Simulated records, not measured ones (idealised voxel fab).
The name of this process module is voxel capacitor over wiring.
For reference, the cross-section in this document is cut, with width 200 nm and square cells of 5 nm.
Cross-section = grid of square cells, listed top down in bands; band = one or more rows.
Quick guide to a band line: top height, bottom height (nm) up front; then every material left to right with its width in nm. Only one material and it's marked "edge to edge"? Then it fills the band edge to edge. And "air" just means empty space.
Heights are reckoned from 0. Under this level, the received wafer is all of one material. The bottommost band is open-ended downward, for example "0..down".
A width given as "30->40" starts at the first number in the band's top row and ends at the second number in its bottom row, shifting by an equal amount at every step from row to row.
It should be understood that the words "no change", when stated for a given step, signify that the cross-section underwent no change in any of its cells during that step.
"Tabulated closed voids" specifies each empty space that is not open to the top and that occupies no fewer than 8 cells, using the form width x height at distance, the distance measured from the left edge and all three quantities in nm.
What comes after the settings on a step's line is commentary from the simulator itself on that step.
overlay nm: step with mask; distance mask lay right of planned place; negative value = left of planned place.
So here's the lineup of process steps we planned:
1. RECEIVE | material Si
2. CONFORMAL_DEP | material SiO2 | thk nm 15
3. DIRECTIONAL_DEP | material TiN | thk nm 5
4. DIRECTIONAL_DEP | material Ru | thk nm 15
5. MASKED_ETCH | tone cover | mask id METAL_1 | width nm 25 | pitch nm 85 | etch materials Ru | depth nm 15 | overlay nm 0
6. MASKED_ETCH | tone cover | mask id METAL_1 | width nm 25 | pitch nm 85 | etch materials TiN | depth nm 5 | overlay nm 0
7. FILL_DEP | material lowk | thk nm 10
8. CMP | height nm 35
9. CONFORMAL_DEP | material SiCN | thk nm 5
10. DIRECTIONAL_DEP | material lowk | thk nm 20
11. MASKED_ETCH | tone open | mask id PLUG_1 | width nm 15 | etch materials lowk | depth nm 20 | overlay nm 0
12. MASKED_ETCH | tone open | mask id PLUG_1 | width nm 15 | etch materials SiCN | depth nm 5 | overlay nm 0
13. EPI | material Ru | thk nm 10
14. EPI | material Ru | thk nm 10
15. EPI | material Ru | thk nm 5
16. DIRECTIONAL_DEP | material TiN | thk nm 10
17. DIRECTIONAL_DEP | material Al2O3 | thk nm 5
18. DIRECTIONAL_DEP | material TiN | thk nm 5
19. PATTERN | tone cover | mask id UPPER_PLATE | material resist | width nm 65 | thk nm 15 | overlay nm 0
20. DIRECTIONAL_ETCH | etch materials TiN | depth nm 5
21. DIRECTIONAL_ETCH | etch materials Al2O3 | depth nm 5
22. STRIP | etch materials resist
23. PATTERN | tone cover | mask id LOWER_PLATE | material resist | width nm 75 | thk nm 20 | overlay nm 0
24. DIRECTIONAL_ETCH | etch materials TiN | depth nm 10
25. STRIP | etch materials resist
26. FILL_DEP | material SiO2 | thk nm 15
27. CMP | height nm 90
28. DIRECTIONAL_DEP | material aC | thk nm 15
29. PATTERN | tone open | mask id PLUG_2 | material resist | width nm 15 | thk nm 30 | overlay nm 0
30. DIRECTIONAL_ETCH | etch materials aC | depth nm 15
31. STRIP | etch materials resist
32. DIRECTIONAL_ETCH | etch materials SiO2 | depth nm 10
33. STRIP | etch materials aC
34. CONFORMAL_DEP | material TiN | thk nm 5
35. FILL_DEP | material W | thk nm 10
36. CMP | height nm 90
37. CONFORMAL_DEP | material SiCN | thk nm 5
Account of the first of two wafers, which was processed as intended:
As-received state of the wafer in cross-section, equivalent to post-step 1:
	0..down  Si edge to edge
	Tabulated closed voids: none
Once step 2 is through, the wafer looks like this in cross-section:
	15..0  SiO2 edge to edge
	Note: structure below 0 unchanged.
Once step 3 is through, the wafer looks like this in cross-section:
	20..15  TiN edge to edge
	Note: structure below 15 unchanged.
Once step 4 is through, the wafer looks like this in cross-section:
	35..20  Ru edge to edge
	Note: structure below 20 unchanged.
Once step 5 is through, the wafer looks like this in cross-section:
	35..20  45 of air; 25 of Ru; 60 of air; 25 of Ru; 45 of air
	Note: structure below 20 unchanged.
Once step 6 is through, the wafer looks like this in cross-section:
	35..20  45 of air; 25 of Ru; 60 of air; 25 of Ru; 45 of air
	20..15  45 of air; 25 of TiN; 60 of air; 25 of TiN; 45 of air
	Note: structure below 15 unchanged.
Once step 7 is through, the wafer looks like this in cross-section:
	45..35  lowk edge to edge
	35..20  45 of lowk; 25 of Ru; 60 of lowk; 25 of Ru; 45 of lowk
	20..15  45 of lowk; 25 of TiN; 60 of lowk; 25 of TiN; 45 of lowk
	Note: structure below 15 unchanged.
Once step 8 is through, the wafer looks like this in cross-section:
	35..20  45 of lowk; 25 of Ru; 60 of lowk; 25 of Ru; 45 of lowk
	Note: structure below 20 unchanged.
Once step 9 is through, the wafer looks like this in cross-section:
	40..35  SiCN edge to edge
	Note: structure below 35 unchanged.
Once step 10 is through, the wafer looks like this in cross-section:
	60..40  lowk edge to edge
	Note: structure below 40 unchanged.
Once step 11 is through, the wafer looks like this in cross-section:
	60..40  55 of lowk; 15 of air; 130 of lowk
	Note: structure below 40 unchanged.
Once step 12 is through, the wafer looks like this in cross-section:
	60..40  55 of lowk; 15 of air; 130 of lowk
	40..35  55 of SiCN; 15 of air; 130 of SiCN
	Note: structure below 35 unchanged.
Once step 13 is through, the wafer looks like this in cross-section:
	60..45  55 of lowk; 15 of air; 130 of lowk
	45..40  55 of lowk; 15 of Ru; 130 of lowk
	40..35  55 of SiCN; 15 of Ru; 130 of SiCN
	Note: structure below 35 unchanged.
Once step 14 is through, the wafer looks like this in cross-section:
	60..55  55 of lowk; 15 of air; 130 of lowk
	55..40  55 of lowk; 15 of Ru; 130 of lowk
	Note: structure below 40 unchanged.
Once step 15 is through, the wafer looks like this in cross-section:
	60..40  55 of lowk; 15 of Ru; 130 of lowk
	Note: structure below 40 unchanged.
Once step 16 is through, the wafer looks like this in cross-section:
	70..60  TiN edge to edge
	Note: structure below 60 unchanged.
Once step 17 is through, the wafer looks like this in cross-section:
	75..70  Al2O3 edge to edge
	Note: structure below 70 unchanged.
Once step 18 is through, the wafer looks like this in cross-section:
	80..75  TiN edge to edge
	Note: structure below 75 unchanged.
Once step 19 is through, the wafer looks like this in cross-section:
	95..80  55 of air; 65 of resist; 80 of air
	Note: structure below 80 unchanged.
Once step 20 is through, the wafer looks like this in cross-section:
	95..80  55 of air; 65 of resist; 80 of air
	80..75  55 of air; 65 of TiN; 80 of air
	Note: structure below 75 unchanged.
Once step 21 is through, the wafer looks like this in cross-section:
	95..80  55 of air; 65 of resist; 80 of air
	80..75  55 of air; 65 of TiN; 80 of air
	75..70  55 of air; 65 of Al2O3; 80 of air
	Note: structure below 70 unchanged.
Once step 22 is through, the wafer looks like this in cross-section:
	80..75  55 of air; 65 of TiN; 80 of air
	Note: structure below 75 unchanged.
Once step 23 is through, the wafer looks like this in cross-section:
	100..80  50 of air; 75 of resist; 75 of air
	80..75  50 of air; 5 of resist; 65 of TiN; 5 of resist; 75 of air
	75..70  50 of air; 5 of resist; 65 of Al2O3; 5 of resist; 75 of air
	Note: structure below 70 unchanged.
Once step 24 is through, the wafer looks like this in cross-section:
	100..80  50 of air; 75 of resist; 75 of air
	80..75  50 of air; 5 of resist; 65 of TiN; 5 of resist; 75 of air
	75..70  50 of air; 5 of resist; 65 of Al2O3; 5 of resist; 75 of air
	70..60  50 of air; 75 of TiN; 75 of air
	Note: structure below 60 unchanged.
Once step 25 is through, the wafer looks like this in cross-section:
	80..75  55 of air; 65 of TiN; 80 of air
	75..70  55 of air; 65 of Al2O3; 80 of air
	Note: structure below 70 unchanged.
Once step 26 is through, the wafer looks like this in cross-section:
	95..80  SiO2 edge to edge
	80..75  55 of SiO2; 65 of TiN; 80 of SiO2
	75..70  55 of SiO2; 65 of Al2O3; 80 of SiO2
	70..60  50 of SiO2; 75 of TiN; 75 of SiO2
	Note: structure below 60 unchanged.
Once step 27 is through, the wafer looks like this in cross-section:
	90..80  SiO2 edge to edge
	Note: structure below 80 unchanged.
Once step 28 is through, the wafer looks like this in cross-section:
	105..90  aC edge to edge
	Note: structure below 90 unchanged.
Once step 29 is through, the wafer looks like this in cross-section:
	135..105  65 of resist; 15 of air; 120 of resist
	Note: structure below 105 unchanged.
Once step 30 is through, the wafer looks like this in cross-section:
	120..105  65 of resist; 15 of air; 120 of resist
	105..90  65 of aC; 15 of air; 120 of aC
	Note: structure below 90 unchanged.
Once step 31 is through, the wafer looks like this in cross-section:
	105..90  65 of aC; 15 of air; 120 of aC
	Note: structure below 90 unchanged.
Once step 32 is through, the wafer looks like this in cross-section:
	105..90  65 of aC; 15 of air; 120 of aC
	90..80  65 of SiO2; 15 of air; 120 of SiO2
	Note: structure below 80 unchanged.
Once step 33 is through, the wafer looks like this in cross-section:
	90..80  65 of SiO2; 15 of air; 120 of SiO2
	Note: structure below 80 unchanged.
Once step 34 is through, the wafer looks like this in cross-section:
	95..90  70 of TiN; 5 of air; 125 of TiN
	90..85  65 of SiO2; 5 of TiN; 5 of air; 5 of TiN; 120 of SiO2
	85..75  65->55 of SiO2; 15->65 of TiN; 120->80 of SiO2
	Note: structure below 75 unchanged.
Once step 35 is through, the wafer looks like this in cross-section:
	105..95  W edge to edge
	95..90  70 of TiN; 5 of W; 125 of TiN
	90..85  65 of SiO2; 5 of TiN; 5 of W; 5 of TiN; 120 of SiO2
	Note: structure below 85 unchanged.
Once step 36 is through, the wafer looks like this in cross-section:
	90..85  65 of SiO2; 5 of TiN; 5 of W; 5 of TiN; 120 of SiO2
	Note: structure below 85 unchanged.
Once step 37 is through, the wafer looks like this in cross-section:
	95..90  SiCN edge to edge
	Note: structure below 90 unchanged.
Notes, second wafer: start = first wafer's, plan = first wafer's, execution had one mistake; history identical to first through step 1:
Second wafer cross-section, taken as of the time the plan sets for step 2 to be done:
	5..0  TiN edge to edge
	Note: structure below 0 unchanged.
Second wafer cross-section, taken as of the time the plan sets for step 3 to be done:
	20..5  SiO2 edge to edge
	Note: structure below 5 unchanged.
Second wafer cross-section, taken as of the time the plan sets for step 4 to be done:
	35..20  Ru edge to edge
	Note: structure below 20 unchanged.
Second wafer cross-section, taken as of the time the plan sets for step 5 to be done:
	35..20  45 of air; 25 of Ru; 60 of air; 25 of Ru; 45 of air
	Note: structure below 20 unchanged.
Second wafer cross-section, taken as of the time the plan sets for step 6 to be done: no change
Second wafer cross-section, taken as of the time the plan sets for step 7 to be done:
	45..35  lowk edge to edge
	35..20  45 of lowk; 25 of Ru; 60 of lowk; 25 of Ru; 45 of lowk
	Note: structure below 20 unchanged.
Second wafer cross-section, taken as of the time the plan sets for step 8 to be done:
	35..20  45 of lowk; 25 of Ru; 60 of lowk; 25 of Ru; 45 of lowk
	Note: structure below 20 unchanged.
Second wafer cross-section, taken as of the time the plan sets for step 9 to be done:
	40..35  SiCN edge to edge
	Note: structure below 35 unchanged.
Second wafer cross-section, taken as of the time the plan sets for step 10 to be done:
	60..40  lowk edge to edge
	Note: structure below 40 unchanged.
Second wafer cross-section, taken as of the time the plan sets for step 11 to be done:
	60..40  55 of lowk; 15 of air; 130 of lowk
	Note: structure below 40 unchanged.
Second wafer cross-section, taken as of the time the plan sets for step 12 to be done:
	60..40  55 of lowk; 15 of air; 130 of lowk
	40..35  55 of SiCN; 15 of air; 130 of SiCN
	Note: structure below 35 unchanged.
Second wafer cross-section, taken as of the time the plan sets for step 13 to be done:
	60..45  55 of lowk; 15 of air; 130 of lowk
	45..40  55 of lowk; 15 of Ru; 130 of lowk
	40..35  55 of SiCN; 15 of Ru; 130 of SiCN
	Note: structure below 35 unchanged.
Second wafer cross-section, taken as of the time the plan sets for step 14 to be done:
	60..55  55 of lowk; 15 of air; 130 of lowk
	55..40  55 of lowk; 15 of Ru; 130 of lowk
	Note: structure below 40 unchanged.
Second wafer cross-section, taken as of the time the plan sets for step 15 to be done:
	60..40  55 of lowk; 15 of Ru; 130 of lowk
	Note: structure below 40 unchanged.
Second wafer cross-section, taken as of the time the plan sets for step 16 to be done:
	70..60  TiN edge to edge
	Note: structure below 60 unchanged.
Second wafer cross-section, taken as of the time the plan sets for step 17 to be done:
	75..70  Al2O3 edge to edge
	Note: structure below 70 unchanged.
Second wafer cross-section, taken as of the time the plan sets for step 18 to be done:
	80..75  TiN edge to edge
	Note: structure below 75 unchanged.
Second wafer cross-section, taken as of the time the plan sets for step 19 to be done:
	95..80  55 of air; 65 of resist; 80 of air
	Note: structure below 80 unchanged.
Second wafer cross-section, taken as of the time the plan sets for step 20 to be done:
	95..80  55 of air; 65 of resist; 80 of air
	80..75  55 of air; 65 of TiN; 80 of air
	Note: structure below 75 unchanged.
Second wafer cross-section, taken as of the time the plan sets for step 21 to be done:
	95..80  55 of air; 65 of resist; 80 of air
	80..75  55 of air; 65 of TiN; 80 of air
	75..70  55 of air; 65 of Al2O3; 80 of air
	Note: structure below 70 unchanged.
Second wafer cross-section, taken as of the time the plan sets for step 22 to be done:
	80..75  55 of air; 65 of TiN; 80 of air
	Note: structure below 75 unchanged.
Second wafer cross-section, taken as of the time the plan sets for step 23 to be done:
	100..80  50 of air; 75 of resist; 75 of air
	80..75  50 of air; 5 of resist; 65 of TiN; 5 of resist; 75 of air
	75..70  50 of air; 5 of resist; 65 of Al2O3; 5 of resist; 75 of air
	Note: structure below 70 unchanged.
Second wafer cross-section, taken as of the time the plan sets for step 24 to be done:
	100..80  50 of air; 75 of resist; 75 of air
	80..75  50 of air; 5 of resist; 65 of TiN; 5 of resist; 75 of air
	75..70  50 of air; 5 of resist; 65 of Al2O3; 5 of resist; 75 of air
	70..60  50 of air; 75 of TiN; 75 of air
	Note: structure below 60 unchanged.
Second wafer cross-section, taken as of the time the plan sets for step 25 to be done:
	80..75  55 of air; 65 of TiN; 80 of air
	75..70  55 of air; 65 of Al2O3; 80 of air
	Note: structure below 70 unchanged.
Second wafer cross-section, taken as of the time the plan sets for step 26 to be done:
	95..80  SiO2 edge to edge
	80..75  55 of SiO2; 65 of TiN; 80 of SiO2
	75..70  55 of SiO2; 65 of Al2O3; 80 of SiO2
	70..60  50 of SiO2; 75 of TiN; 75 of SiO2
	Note: structure below 60 unchanged.
Second wafer cross-section, taken as of the time the plan sets for step 27 to be done:
	90..80  SiO2 edge to edge
	Note: structure below 80 unchanged.
Second wafer cross-section, taken as of the time the plan sets for step 28 to be done:
	105..90  aC edge to edge
	Note: structure below 90 unchanged.
Second wafer cross-section, taken as of the time the plan sets for step 29 to be done:
	135..105  65 of resist; 15 of air; 120 of resist
	Note: structure below 105 unchanged.
Second wafer cross-section, taken as of the time the plan sets for step 30 to be done:
	120..105  65 of resist; 15 of air; 120 of resist
	105..90  65 of aC; 15 of air; 120 of aC
	Note: structure below 90 unchanged.
Second wafer cross-section, taken as of the time the plan sets for step 31 to be done:
	105..90  65 of aC; 15 of air; 120 of aC
	Note: structure below 90 unchanged.
Second wafer cross-section, taken as of the time the plan sets for step 32 to be done:
	105..90  65 of aC; 15 of air; 120 of aC
	90..80  65 of SiO2; 15 of air; 120 of SiO2
	Note: structure below 80 unchanged.
Second wafer cross-section, taken as of the time the plan sets for step 33 to be done:
	90..80  65 of SiO2; 15 of air; 120 of SiO2
	Note: structure below 80 unchanged.
Second wafer cross-section, taken as of the time the plan sets for step 34 to be done:
	95..90  70 of TiN; 5 of air; 125 of TiN
	90..85  65 of SiO2; 5 of TiN; 5 of air; 5 of TiN; 120 of SiO2
	85..75  65->55 of SiO2; 15->65 of TiN; 120->80 of SiO2
	Note: structure below 75 unchanged.
Second wafer cross-section, taken as of the time the plan sets for step 35 to be done:
	105..95  W edge to edge
	95..90  70 of TiN; 5 of W; 125 of TiN
	90..85  65 of SiO2; 5 of TiN; 5 of W; 5 of TiN; 120 of SiO2
	Note: structure below 85 unchanged.
Second wafer cross-section, taken as of the time the plan sets for step 36 to be done:
	90..85  65 of SiO2; 5 of TiN; 5 of W; 5 of TiN; 120 of SiO2
	Note: structure below 85 unchanged.
Second wafer cross-section, taken as of the time the plan sets for step 37 to be done:
	95..90  SiCN edge to edge
	Note: structure below 90 unchanged.
Nonconformance to the process plan: step 2 ran in the slot meant for step 3, and vice versa
Counted in cells at the end, the second wafer holds more or fewer of these materials than the first: TiN +30 | lowk -30
